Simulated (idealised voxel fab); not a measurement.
Title: Process Module voxel self aligned contacts
It is cross-section cut that appears here, measuring 230 nm in width, its square cells being 5 nm in size.
In what follows, cross-sections appear as grids of square cells, described through bands that run from the top down, where every band is one or more rows of cells.
The band entry comprises the height of the band's top followed by the height of its bottom, expressed in nm, and subsequently the band's materials from left to right, each stated together with its width in nm. Where a single material is marked with the word "full width", that material fills the band from edge to edge. The word "air" represents empty space.
Height reference: 0 = level under which incoming wafer is all one material. Lowest band: no bottom, runs on downward, e.g. "0 -> down".
So if you see something like "30->40" for the width, read it as the top row of the band sitting at the first number and the bottom row at the second, with every row in between moving by the same amount as the last.
Step note "no change occurred" = no cross-section cell changed.
The label "Enclosed internal voids" introduces a list of the empty spaces, 8 cells or larger, that have no open way up to the top; each entry in it reads width x height at distance, where the distance is taken from the left edge and all three are stated in nm.
Whatever follows a step's settings on its line is a remark the simulator itself makes about that step.
"overlay nm" answers the question of how far to the right of plan the mask lay on a step that has a mask, and when it is negative the answer is to the left.
Here's what the planned process steps look like:
- 1: RECEIVE | material Si
- 2: OXIDIZE | depth nm 5
- 3: DIRECTIONAL_DEP | material polySi | thk nm 30
- 4: DIRECTIONAL_DEP | material SiN | thk nm 20
- 5: DIRECTIONAL_DEP | material aC | thk nm 15
- 6: PATTERN | tone cover | mask id GATE | material resist | width nm 25 | pitch nm 50 | thk nm 30 | overlay nm 0
- 7: DIRECTIONAL_ETCH | etch materials aC | depth nm 15
- 8: STRIP | etch materials resist
- 9: DIRECTIONAL_ETCH | etch materials SiN | depth nm 20
- 10: DIRECTIONAL_ETCH | etch materials polySi | depth nm 30
- 11: STRIP | etch materials aC
- 12: CONFORMAL_DEP | material SiN | thk nm 5
- 13: DIRECTIONAL_ETCH | etch materials SiN | depth nm 5
- 14: FILL_DEP | material SiO2 | thk nm 20
- 15: CMP | height nm 60
- 16: PATTERN | tone open | mask id CONTACT | material resist | width nm 35 | thk nm 15 | overlay nm 0
- 17: DIRECTIONAL_ETCH | etch materials SiO2 | depth nm 65
- 18: STRIP | etch materials resist
- 19: CONFORMAL_DEP | material TiN | thk nm 5
- 20: FILL_DEP | material Ru | thk nm 5
- 21: CMP | height nm 60
- 22: CONFORMAL_DEP | material SiCN | thk nm 5
First of two wafers - as planned:
Wafer cross-section on receipt, i.e. after step 1:
> 0 -> down | Si full width
> Enclosed internal voids: none
Take a look at the wafer's cross-section after step 2:
> 0 -> -5 | SiO2 full width
> Anything lower than -5 is untouched.
Take a look at the wafer's cross-section after step 3:
> 30 -> 0 | polySi full width
> Anything lower than 0 is untouched.
Take a look at the wafer's cross-section after step 4:
> 50 -> 30 | SiN full width
> Anything lower than 30 is untouched.
Take a look at the wafer's cross-section after step 5:
> 65 -> 50 | aC full width
> Anything lower than 50 is untouched.
Take a look at the wafer's cross-section after step 6:
> 95 -> 65 | 75 air | 25 resist | 25 air | 25 resist | 80 air
> Anything lower than 65 is untouched.
Take a look at the wafer's cross-section after step 7:
> 80 -> 65 | 75 air | 25 resist | 25 air | 25 resist | 80 air
> 65 -> 50 | 75 air | 25 aC | 25 air | 25 aC | 80 air
> Anything lower than 50 is untouched.
Take a look at the wafer's cross-section after step 8:
> 65 -> 50 | 75 air | 25 aC | 25 air | 25 aC | 80 air
> Anything lower than 50 is untouched.
Take a look at the wafer's cross-section after step 9:
> 65 -> 50 | 75 air | 25 aC | 25 air | 25 aC | 80 air
> 50 -> 30 | 75 air | 25 SiN | 25 air | 25 SiN | 80 air
> Anything lower than 30 is untouched.
Take a look at the wafer's cross-section after step 10:
> 65 -> 50 | 75 air | 25 aC | 25 air | 25 aC | 80 air
> 50 -> 30 | 75 air | 25 SiN | 25 air | 25 SiN | 80 air
> 30 -> 0 | 75 air | 25 polySi | 25 air | 25 polySi | 80 air
> Anything lower than 0 is untouched.
Take a look at the wafer's cross-section after step 11:
> 50 -> 30 | 75 air | 25 SiN | 25 air | 25 SiN | 80 air
> Anything lower than 30 is untouched.
Take a look at the wafer's cross-section after step 12:
> 55 -> 30 | 70 air | 35 SiN | 15 air | 35 SiN | 75 air
> 30 -> 5 | 70 air | 5 SiN | 25 polySi | 5 SiN | 15 air | 5 SiN | 25 polySi | 5 SiN | 75 air
> 5 -> 0 | 75 SiN | 25 polySi | 25 SiN | 25 polySi | 80 SiN
> Anything lower than 0 is untouched.
Take a look at the wafer's cross-section after step 13:
> 50 -> 30 | 70 air | 35 SiN | 15 air | 35 SiN | 75 air
> 30 -> 0 | 70 air | 5 SiN | 25 polySi | 5 SiN | 15 air | 5 SiN | 25 polySi | 5 SiN | 75 air
> Anything lower than 0 is untouched.
Take a look at the wafer's cross-section after step 14:
> 70 -> 50 | SiO2 full width
> 50 -> 30 | 70 SiO2 | 35 SiN | 15 SiO2 | 35 SiN | 75 SiO2
> 30 -> 0 | 70 SiO2 | 5 SiN | 25 polySi | 5 SiN | 15 SiO2 | 5 SiN | 25 polySi | 5 SiN | 75 SiO2
> Anything lower than 0 is untouched.
Take a look at the wafer's cross-section after step 15:
> 60 -> 50 | SiO2 full width
> Anything lower than 50 is untouched.
Take a look at the wafer's cross-section after step 16:
> 75 -> 60 | 95 resist | 35 air | 100 resist
> Anything lower than 60 is untouched.
Take a look at the wafer's cross-section after step 17:
> 75 -> 60 | 95 resist | 35 air | 100 resist
> 60 -> 50 | 95 SiO2 | 35 air | 100 SiO2
> 50 -> 30 | 70 SiO2 | 35 SiN | 15 air | 35 SiN | 75 SiO2
> 30 -> 0 | 70 SiO2 | 5 SiN | 25 polySi | 5 SiN | 15 air | 5 SiN | 25 polySi | 5 SiN | 75 SiO2
> 0 -> -5 | 105 SiO2 | 15 air | 110 SiO2
> Anything lower than -5 is untouched.
Take a look at the wafer's cross-section after step 18:
> 60 -> 50 | 95 SiO2 | 35 air | 100 SiO2
> Anything lower than 50 is untouched.
Take a look at the wafer's cross-section after step 19:
> 65 -> 60 | 100 TiN | 25 air | 105 TiN
> 60 -> 50 | 95 SiO2 | 5->15 TiN | 25->5 air | 5->15 TiN | 100 SiO2
> 50 -> 30 | 70 SiO2 | 35 SiN | 5 TiN | 5 air | 5 TiN | 35 SiN | 75 SiO2
> 30 -> 0 | 70 SiO2 | 5 SiN | 25 polySi | 5 SiN | 5 TiN | 5 air | 5 TiN | 5 SiN | 25 polySi | 5 SiN | 75 SiO2
> 0 -> -5 | 105 SiO2 | 15 TiN | 110 SiO2
> Anything lower than -5 is untouched.
Take a look at the wafer's cross-section after step 20:
> 70 -> 65 | Ru full width
> 65 -> 60 | 100 TiN | 25 Ru | 105 TiN
> 60 -> 50 | 95 SiO2 | 5->15 TiN | 25->5 Ru | 5->15 TiN | 100 SiO2
> 50 -> 30 | 70 SiO2 | 35 SiN | 5 TiN | 5 Ru | 5 TiN | 35 SiN | 75 SiO2
> 30 -> 0 | 70 SiO2 | 5 SiN | 25 polySi | 5 SiN | 5 TiN | 5 Ru | 5 TiN | 5 SiN | 25 polySi | 5 SiN | 75 SiO2
> Anything lower than 0 is untouched.
Take a look at the wafer's cross-section after step 21:
> 60 -> 50 | 95 SiO2 | 5->15 TiN | 25->5 Ru | 5->15 TiN | 100 SiO2
> Anything lower than 50 is untouched.
Take a look at the wafer's cross-section after step 22:
> 65 -> 60 | SiCN full width
> Anything lower than 60 is untouched.
Second Wafer (Identical Start and Plan, One Processing Error; Matches First Wafer Through Step 15):
Second wafer cross-section, taken as of the time the plan sets for step 16 to be done:
> 75 -> 60 | 100 resist | 30 air | 100 resist
> Anything lower than 60 is untouched.
Second wafer cross-section, taken as of the time the plan sets for step 17 to be done:
> 75 -> 60 | 100 resist | 30 air | 100 resist
> 60 -> 50 | 100 SiO2 | 30 air | 100 SiO2
> 50 -> 30 | 70 SiO2 | 35 SiN | 15 air | 35 SiN | 75 SiO2
> 30 -> 0 | 70 SiO2 | 5 SiN | 25 polySi | 5 SiN | 15 air | 5 SiN | 25 polySi | 5 SiN | 75 SiO2
> 0 -> -5 | 105 SiO2 | 15 air | 110 SiO2
> Anything lower than -5 is untouched.
Second wafer cross-section, taken as of the time the plan sets for step 18 to be done:
> 60 -> 50 | 100 SiO2 | 30 air | 100 SiO2
> Anything lower than 50 is untouched.
Second wafer cross-section, taken as of the time the plan sets for step 19 to be done:
> 65 -> 60 | 105 TiN | 20 air | 105 TiN
> 60 -> 50 | 100 SiO2 | 5->10 TiN | 20->5 air | 5->15 TiN | 100 SiO2
> 50 -> 30 | 70 SiO2 | 35 SiN | 5 TiN | 5 air | 5 TiN | 35 SiN | 75 SiO2
> 30 -> 0 | 70 SiO2 | 5 SiN | 25 polySi | 5 SiN | 5 TiN | 5 air | 5 TiN | 5 SiN | 25 polySi | 5 SiN | 75 SiO2
> 0 -> -5 | 105 SiO2 | 15 TiN | 110 SiO2
> Anything lower than -5 is untouched.
Second wafer cross-section, taken as of the time the plan sets for step 20 to be done:
> 70 -> 65 | Ru full width
> 65 -> 60 | 105 TiN | 20 Ru | 105 TiN
> 60 -> 50 | 100 SiO2 | 5->10 TiN | 20->5 Ru | 5->15 TiN | 100 SiO2
> 50 -> 30 | 70 SiO2 | 35 SiN | 5 TiN | 5 Ru | 5 TiN | 35 SiN | 75 SiO2
> 30 -> 0 | 70 SiO2 | 5 SiN | 25 polySi | 5 SiN | 5 TiN | 5 Ru | 5 TiN | 5 SiN | 25 polySi | 5 SiN | 75 SiO2
> Anything lower than 0 is untouched.
Second wafer cross-section, taken as of the time the plan sets for step 21 to be done:
> 60 -> 50 | 100 SiO2 | 5->10 TiN | 20->5 Ru | 5->15 TiN | 100 SiO2
> Anything lower than 50 is untouched.
Second wafer cross-section, taken as of the time the plan sets for step 22 to be done:
> 65 -> 60 | SiCN full width
> Anything lower than 60 is untouched.
Diagnosis: step 16 ran differently from the plan; actual operation with settings: PATTERN | tone open | mask id CONTACT | material resist | width nm 30 | thk nm 15 | overlay nm 0
The closing comparison, in cells, has the second wafer with more or fewer of some materials than the first: 1 fewer of Ru | 2 more of SiO2 | 1 fewer of TiN
